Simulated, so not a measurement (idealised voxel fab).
This section sets out a process module, namely voxel plated lines.
Square cell edge 5 nm, section width 260 nm, ID cut.
We lay out every cross-section as a grid of square cells and spell it out in bands from the top down, where one band means one or more rows of cells. In this notation a band is specified by the heights of its top and bottom, in that order and in nm, after which its materials appear from left to right, each paired with its width in nm. The word "all across" attached to a single material means that material fills the band from edge to edge; the word "empty" stands for empty space. Heights are reckoned from 0. Under this level, the received wafer is all of one material. The bottommost band is open-ended downward, for example "0 and below". When a width is written as two numbers, as in "30 to 40", the first number is the width in the top row of cells of the band and the second is the width in its bottom row, and the width changes by the same amount from each row to the next. Reading "no modification" for a step: not a cell of the cross-section changed in it. The list in "Closed void catalog" covers empty spaces of 8 cells or more that cannot reach the top through any open way, and it gives each as width x height at distance; the distance is from the left edge, and width, height and distance are in nm. If you see something after the settings on a step's line, that's the simulator's own remark about that step. overlay nm: where the mask lay relative to plan, measured to the right, on steps with a mask; negatives go left.

Process steps (planned):
| 1 | RECEIVE: material Si |
| 2 | CONFORMAL_DEP: material SiO2, thk nm 5 |
| 3 | DIRECTIONAL_DEP: material TiN, thk nm 5 |
| 4 | PATTERN: tone open, mask id LINES, material resist, width nm 30, pitch nm 50, thk nm 35, overlay nm 0 |
| 5 | EPI: material Ru, thk nm 5 |
| 6 | EPI: material Ru, thk nm 10 |
| 7 | EPI: material Ru, thk nm 5 |
| 8 | STRIP: etch materials resist |
| 9 | DIRECTIONAL_ETCH: etch materials TiN, depth nm 5 |
| 10 | CONFORMAL_DEP: material SiO2, thk nm 10 |

As-received state of the wafer in cross-section, equivalent to post-step 1:
	0 and below: Si all across
	Closed void catalog: none

Cross-sectional image of the first of two wafers at the end of the module, the run having proceeded as planned:
	40 down to 30: 30 empty | 200 SiO2 | 30 empty
	30 down to 15: 30 empty | 10 SiO2 | 30 Ru | 20 SiO2 | 30 Ru | 20 SiO2 | 30 Ru | 20 SiO2 | 30 Ru | 10 SiO2 | 30 empty
	15 down to 10: 40 SiO2 | 30 Ru | 20 SiO2 | 30 Ru | 20 SiO2 | 30 Ru | 20 SiO2 | 30 Ru | 40 SiO2
	10 down to 5: 40 SiO2 | 30 TiN | 20 SiO2 | 30 TiN | 20 SiO2 | 30 TiN | 20 SiO2 | 30 TiN | 40 SiO2
	5 down to 0: SiO2 all across
	0 and below: Si all across
	Closed void catalog: none

Second wafer at the end: like start, like plan, one mistake:
	20 down to 0: SiO2 all across
	0 and below: Si all across
	Closed void catalog: none
Against the plan, the run slipped here: it should be noted that step 3 was executed with settings other than those planned, the operation and settings actually applied being DIRECTIONAL_DEP: material SiO2, thk nm 5
End of process, cell counts, second wafer against first, materials with more or fewer: Ru -96; SiO2 -28; TiN -24
